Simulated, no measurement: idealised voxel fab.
The name of this process module is voxel double patterning.
In the cross-section labelled cut, the width is 230 nm and each square cell is 5 nm.
Cross-section format: a grid of square cells, given as bands from top to bottom; each band is one or more rows of cells.
Band: top height; bottom height; in nm. Then, left to right: material with width in nm, for each material. "all across": a single material spanning edge to edge. "blank": empty space.
Beneath 0, the wafer as received is one material, and that level is where height counting begins. The lowest band goes on downward without a bottom; it is written like "0 -> down".
The two numbers in a width such as "30 to 40" mark its ends across the band: the first belongs to the top row of cells, the second to the bottom row, and from each row to the next the width moves by the same amount.
A step reported as "nothing altered" is a step in which no cell of the cross-section changed.
What "Unvented voids" gives you is every empty space of 8 cells or more that is cut off from the top. Each appears as width x height at distance, with the distance taken from the left edge and width, height and distance all in nm.
If you see something after the settings on a step's line, that's the simulator's own remark about that step.
On any step carrying a mask, the "overlay nm" setting, if present on the step's line, tells how far right of its planned place the mask lay; negative values point to the left.

The planned process steps are enumerated hereunder:
1) RECEIVE with material Si
2) CONFORMAL_DEP with material SiO2, thk nm 5
3) DIRECTIONAL_DEP with material TiN, thk nm 10
4) DIRECTIONAL_DEP with material SiN, thk nm 5
5) MASKED_ETCH with tone open, mask id FIRST, width nm 15, pitch nm 50, etch materials SiN, depth nm 5, overlay nm 0
6) MASKED_ETCH with tone open, mask id SECOND, width nm 15, etch materials SiN, depth nm 5, overlay nm 0
7) DIRECTIONAL_ETCH with etch materials TiN, depth nm 10
8) STRIP with etch materials SiN

This is the cross-section of the wafer as we received it, i.e. after step 1:
    0 -> down: Si all across
    Unvented voids: none

As-planned run: cross-section of the first of two wafers at end of module:
    15 -> 5: 80 nm TiN; 15 nm blank; 10 nm TiN; 15 nm blank; 10 nm TiN; 15 nm blank; 85 nm TiN
    5 -> 0: SiO2 all across
    0 -> down: Si all across
    Unvented voids: none

Wafer two (of two), end-of-module cross-section: start = wafer one, plan = wafer one, one run mistake:
    15 -> 5: 80 nm blank; 15 nm TiN; 35 nm blank; 15 nm TiN; 85 nm blank
    5 -> 0: SiO2 all across
    0 -> down: Si all across
    Unvented voids: none
What broke from the plan during processing? off-plan run, step 5, actual operation and settings MASKED_ETCH with tone cover, mask id FIRST, width nm 15, pitch nm 50, etch materials SiN, depth nm 5, overlay nm 0
Final cells, second wafer relative to first, materials higher or lower: 62 fewer of TiN
